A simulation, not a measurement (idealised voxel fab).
Process module in this document: voxel wiring stack
cross-section cut | 195 nm wide | cells 5 nm
We lay out every cross-section as a grid of square cells and spell it out in bands from the top down, where one band means one or more rows of cells.
This entry defines a band. It first specifies the height of the band's top and the height of its bottom in nm, and then specifies the band's materials from left to right, stating each material with its width in nm. The word "throughout" identifies a single material that fills the band from edge to edge, while the word "air" identifies empty space.
Heights from 0 (as-received wafer is one material below). Bottom band endless downward, as "from 0 down".
A width given as "30 to 40" starts at the first number in the band's top row and ends at the second number in its bottom row, shifting by an equal amount at every step from row to row.
A step reported as "same as before" is a step in which no cell of the cross-section changed.
Empty spaces without an open route to the top, at least 8 cells in extent, make up the entry "Fully sealed voids"; each is given as width x height at distance, where the distance is measured from the left edge, and all are in nm.
The remark found on a step's line after its settings is issued by the simulator itself and pertains to that step.
overlay nm: for a step with a mask, the amount by which the mask lay right of where it was planned; a negative amount means left of it.

-- This section lists the process steps that were planned
step 1: RECEIVE | material Si
step 2: CONFORMAL_DEP | material SiO2 | thk nm 15
step 3: DIRECTIONAL_DEP | material TiN | thk nm 5
step 4: DIRECTIONAL_DEP | material Ru | thk nm 20
step 5: PATTERN | tone cover | mask id METAL_1 | material resist | width nm 20 | pitch nm 45 | thk nm 20 | overlay nm 0
step 6: DIRECTIONAL_ETCH | etch materials Ru | depth nm 20
step 7: DIRECTIONAL_ETCH | etch materials TiN | depth nm 5
step 8: STRIP | etch materials resist
step 9: FILL_DEP | material lowk | thk nm 10
step 10: CMP | height nm 40
step 11: CONFORMAL_DEP | material SiCN | thk nm 5
step 12: DIRECTIONAL_DEP | material lowk | thk nm 15
step 13: DIRECTIONAL_DEP | material aC | thk nm 15
step 14: PATTERN | tone open | mask id PLUG_1 | material resist | width nm 15 | pitch nm 45 | thk nm 35 | overlay nm 0
step 15: DIRECTIONAL_ETCH | etch materials aC | depth nm 15
step 16: STRIP | etch materials resist
step 17: DIRECTIONAL_ETCH | etch materials lowk | depth nm 15
step 18: DIRECTIONAL_ETCH | etch materials SiCN | depth nm 5
step 19: STRIP | etch materials aC
step 20: EPI | material Ru | thk nm 10
step 21: EPI | material Ru | thk nm 10
step 22: CONFORMAL_DEP | material SiN | thk nm 5
step 23: DIRECTIONAL_DEP | material SiO2 | thk nm 15
step 24: DIRECTIONAL_DEP | material aC | thk nm 10
step 25: PATTERN | tone open | mask id METAL_2 | material resist | width nm 20 | pitch nm 45 | thk nm 30 | overlay nm 0
step 26: DIRECTIONAL_ETCH | etch materials aC | depth nm 10
step 27: STRIP | etch materials resist
step 28: DIRECTIONAL_ETCH | etch materials SiO2 | depth nm 15
step 29: DIRECTIONAL_ETCH | etch materials SiN | depth nm 5
step 30: STRIP | etch materials aC
step 31: CONFORMAL_DEP | material TiN | thk nm 5
step 32: FILL_DEP | material Cu | thk nm 10
step 33: CMP | height nm 80
step 34: CONFORMAL_DEP | material SiCN | thk nm 5
step 35: DIRECTIONAL_DEP | material lowk | thk nm 30
step 36: DIRECTIONAL_DEP | material aC | thk nm 15
step 37: PATTERN | tone open | mask id METAL_3 | material resist | width nm 20 | pitch nm 45 | thk nm 35 | overlay nm 0
step 38: DIRECTIONAL_ETCH | etch materials aC | depth nm 15
step 39: STRIP | etch materials resist
step 40: DIRECTIONAL_ETCH | etch materials lowk | depth nm 15
step 41: STRIP | etch materials aC
step 42: MASKED_ETCH | tone open | mask id METAL_3_HOLES | width nm 15 | pitch nm 45 | etch materials lowk | depth nm 15 | overlay nm 0
step 43: MASKED_ETCH | tone open | mask id METAL_3_HOLES | width nm 15 | pitch nm 45 | etch materials SiCN | depth nm 5 | overlay nm 0
step 44: CONFORMAL_DEP | material TiN | thk nm 5
step 45: FILL_DEP | material Cu | thk nm 5
step 46: CMP | height nm 115
step 47: CONFORMAL_DEP | material SiCN | thk nm 5
step 48: DIRECTIONAL_DEP | material lowk | thk nm 10
step 49: MASKED_ETCH | tone open | mask id PLUG_3 | width nm 15 | pitch nm 45 | etch materials lowk | depth nm 10 | overlay nm 0
step 50: MASKED_ETCH | tone open | mask id PLUG_3 | width nm 15 | pitch nm 45 | etch materials SiCN | depth nm 5 | overlay nm 0
step 51: CONFORMAL_DEP | material TiN | thk nm 5
step 52: FILL_DEP | material Cu | thk nm 5
step 53: CMP | height nm 130
step 54: CONFORMAL_DEP | material SiCN | thk nm 5
step 55: DIRECTIONAL_DEP | material SiO2 | thk nm 25
step 56: DIRECTIONAL_DEP | material aC | thk nm 10
step 57: PATTERN | tone open | mask id METAL_4 | material resist | width nm 20 | pitch nm 45 | thk nm 25 | overlay nm 0
step 58: DIRECTIONAL_ETCH | etch materials aC | depth nm 10
step 59: STRIP | etch materials resist
step 60: DIRECTIONAL_ETCH | etch materials SiO2 | depth nm 25
step 61: DIRECTIONAL_ETCH | etch materials SiCN | depth nm 5
step 62: STRIP | etch materials aC
step 63: CONFORMAL_DEP | material TiN | thk nm 5
step 64: FILL_DEP | material Cu | thk nm 5
step 65: CMP | height nm 160
step 66: CONFORMAL_DEP | material SiCN | thk nm 5

-- Cross-section: wafer on arrival = after step 1
> from 0 down | Si throughout
> Fully sealed voids: none

-- Cross-section at module end, one run error; start and plan unchanged from above
> from 165 to 160 | SiCN throughout
> from 160 to 135 | SiO2 (40)  TiN (5)  Cu (10)  TiN (5)  SiO2 (25)  TiN (5)  Cu (10)  TiN (5)  SiO2 (25)  TiN (5)  Cu (10)  TiN (5)  SiO2 (45)
> from 135 to 130 | SiCN (40)  TiN (20)  SiCN (25)  TiN (20)  SiCN (25)  TiN (20)  SiCN (45)
> from 130 to 120 | lowk (40)  TiN (5)  Cu (5)  TiN (5)  lowk (30)  TiN (5)  Cu (5)  TiN (5)  lowk (30)  TiN (5)  Cu (5)  TiN (5)  lowk (50)
> from 120 to 115 | SiCN (40)  TiN (15)  SiCN (30)  TiN (15)  SiCN (30)  TiN (15)  SiCN (50)
> from 115 to 105 | lowk (40)  TiN (5)  Cu (20)  TiN (5)  lowk (15)  TiN (5)  Cu (20)  TiN (5)  lowk (15)  TiN (5)  Cu (20)  TiN (5)  lowk (35)
> from 105 to 100 | lowk (40)  TiN (30)  lowk (15)  TiN (30)  lowk (15)  TiN (30)  lowk (35)
> from 100 to 85 | lowk (50)  TiN (5)  lowk (40)  TiN (5)  lowk (40)  TiN (5)  lowk (50)
> from 85 to 80 | SiCN (50)  TiN (5)  SiCN (40)  TiN (5)  SiCN (40)  TiN (5)  SiCN (50)
> from 80 to 65 | SiO2 (40)  TiN (5)  Cu (10)  TiN (5)  SiO2 (25)  TiN (5)  Cu (10)  TiN (5)  SiO2 (25)  TiN (5)  Cu (10)  TiN (5)  SiO2 (45)
> from 65 to 60 | SiN (40)  TiN (20)  SiN (25)  TiN (20)  SiN (25)  TiN (20)  SiN (45)
> from 60 to 45 | lowk (40)  Ru (15)  lowk (30)  Ru (15)  lowk (30)  Ru (15)  lowk (50)
> from 45 to 40 | SiCN (40)  Ru (15)  SiCN (30)  Ru (15)  SiCN (30)  Ru (15)  SiCN (50)
> from 40 to 20 | lowk (40)  Ru (20)  lowk (25)  Ru (20)  lowk (25)  Ru (20)  lowk (45)
> from 20 to 15 | lowk (40)  TiN (20)  lowk (25)  TiN (20)  lowk (25)  TiN (20)  lowk (45)
> from 15 to 0 | SiO2 throughout
> from 0 down | Si throughout
> Fully sealed voids: none
Want to know what went wrong? step 37 off recipe, ran as PATTERN | tone open | mask id METAL_3 | material resist | width nm 20 | pitch nm 45 | thk nm 35 | overlay nm 10
